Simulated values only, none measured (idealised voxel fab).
Process module name: voxel fin reveal
Cross-section cut spans 230 nm and uses square cells 5 nm in size.
Cross-section = grid of square cells, listed top down in bands; band = one or more rows.
Top height, bottom height, nm. Materials left to right, width each, nm. Single material + "everywhere" = fills band edge to edge. "blank" = empty.
Measure heights from 0. That's the level where, below it, the as-received wafer is all one material. The lowest band is bottomless and extends downward; write it as in "0..down".
You'd read "30->40" like this: the band's top row of cells is as wide as the first number, its bottom row is as wide as the second, and going down, every row changes width by the same amount as the row before did.
You'll sometimes find "left unchanged" written for a step, and that's the way of saying that nowhere in the cross-section did a cell change during that step.
Any empty space of 8 cells or more lacking an open way to the top shows up in "Voids, fully enclosed" as width x height at distance, distance from the left edge, in nm.
The remark found on a step's line after its settings is issued by the simulator itself and pertains to that step.
When a step includes a mask, the "overlay nm" setting on its line states how far to the right of its planned place that mask lay, and negative values state how far to the left.

LIST OF PLANNED PROCESS STEPS
1: RECEIVE,material Si
2: CONFORMAL_DEP,material SiN,thk nm 10
3: MASKED_ETCH,tone cover,mask id FINS,width nm 15,pitch nm 45,etch materials SiN,depth nm 10,overlay nm 0
4: MASKED_ETCH,tone cover,mask id FINS,width nm 15,pitch nm 45,etch materials Si,depth nm 35,overlay nm 0
5: OXIDIZE,depth nm 5
6: FILL_DEP,material SiO2,thk nm 15
7: CMP,height nm 10
8: SELECTIVE_ETCH,etch materials SiO2,depth nm 25
9: STRIP,etch materials SiN
10: CONFORMAL_DEP,material SiO2,thk nm 5

INCOMING WAFER IN CROSS-SECTION (STATE: AFTER STEP 1)
> 0..down | Si everywhere
> Voids, fully enclosed: none

WAFER CROSS-SECTION AT END OF MODULE: START AND PLAN AS SHOWN ABOVE, ONE EXECUTION ERROR
> 5..0 | blank: 85 / SiO2: 15 / blank: 30 / SiO2: 15 / blank: 85
> 0..-10 | blank: 80 / SiO2: 10->5 / Si: 5->15 / SiO2: 10->5 / blank: 20 / SiO2: 10->5 / Si: 5->15 / SiO2: 10->5 / blank: 80
> -10..-40 | SiO2: 85 / Si: 15 / SiO2: 30 / Si: 15 / SiO2: 85
> -40..down | Si everywhere
> Voids, fully enclosed: none
Error vs. plan: planned and actual differ for step 4; actual: MASKED_ETCH,tone cover,mask id FINS,width nm 25,pitch nm 45,etch materials Si,depth nm 35,overlay nm 0
